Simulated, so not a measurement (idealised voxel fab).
process module | voxel self aligned contacts
cross-section cut | 280 nm wide | cells 5 nm
A cross-section is a grid of square cells, given in bands from the top down. A band is one or more rows of cells.
Each band's line starts with the height of the band's top and of its bottom, in nm. Then come its materials from left to right, each with its width in nm. One material with "throughout" fills the band from edge to edge. "air" is empty space.
Height 0 is the level under which the wafer as received is all one material. The lowest band goes on downwards, as in "0 down".
A width such as "30 to 40" changes by the same amount from each row of cells to the next, from the band's top row to its bottom row.
"no change" after a step means that no cell of the cross-section changed.
closed voids: empty space of 8 cells or more with no open way to the top, each as width x height at its distance from the left edge, in nm
after a step's settings: what the simulator itself notes on the step
overlay nm, on a step with a mask: how far to the right of its planned place the mask lay; to the left if negative
plan
1 op RECEIVE | material Si
2 op OXIDIZE | depth nm 5
3 op DIRECTIONAL_DEP | material polySi | thk nm 20
4 op DIRECTIONAL_DEP | material SiN | thk nm 25
5 op DIRECTIONAL_DEP | material aC | thk nm 10
6 op PATTERN | tone cover | mask id GATE | material resist | width nm 30 | pitch nm 75 | thk nm 25 | overlay nm 0
7 op DIRECTIONAL_ETCH | etch materials aC | depth nm 10
8 op STRIP | etch materials resist
9 op DIRECTIONAL_ETCH | etch materials SiN | depth nm 25
10 op DIRECTIONAL_ETCH | etch materials polySi | depth nm 20
11 op STRIP | etch materials aC
12 op CONFORMAL_DEP | material SiN | thk nm 10
13 op DIRECTIONAL_ETCH | etch materials SiN | depth nm 10
14 op FILL_DEP | material SiO2 | thk nm 15
15 op CMP | height nm 55
16 op PATTERN | tone open | mask id CONTACT | material resist | width nm 55 | thk nm 15 | overlay nm 0
17 op DIRECTIONAL_ETCH | etch materials SiO2 | depth nm 60
18 op STRIP | etch materials resist
19 op CONFORMAL_DEP | material TiN | thk nm 5
20 op FILL_DEP | material W | thk nm 10
21 op CMP | height nm 55
22 op CONFORMAL_DEP | material SiCN | thk nm 5
as received, after step 1
  0 down: Si throughout
  closed voids: none
first wafer at the end, as planned
  60 to 55: SiCN throughout
  55 to 45: SiO2 110 | TiN 5 to 20 | W 45 to 15 | TiN 5 to 20 | SiO2 115
  45 to 20: SiO2 75 | SiN 50 | TiN 5 | W 15 | TiN 5 | SiN 50 | SiO2 80
  20 to 0: SiO2 75 | SiN 10 | polySi 30 | SiN 10 | TiN 5 | W 15 | TiN 5 | SiN 10 | polySi 30 | SiN 10 | SiO2 80
  0 to -5: SiO2 125 | TiN 25 | SiO2 130
  -5 down: Si throughout
  closed voids: none
second wafer at the end: like start, like plan, one mistake
  60 to 55: SiCN throughout
  55 to 45: W throughout
  45 to 20: W 75 | SiN 50 | W 25 | SiN 50 | W 80
  20 to 0: W 75 | SiN 10 | polySi 30 | SiN 10 | W 25 | SiN 10 | polySi 30 | SiN 10 | W 80
  0 to -5: SiO2 throughout
  -5 down: Si throughout
  closed voids: none
what went wrong: step 14 ran as: op FILL_DEP | material W | thk nm 15
at the end the second wafer has, in cells: 364 fewer of SiO2 | 33 fewer of TiN | 397 more of W
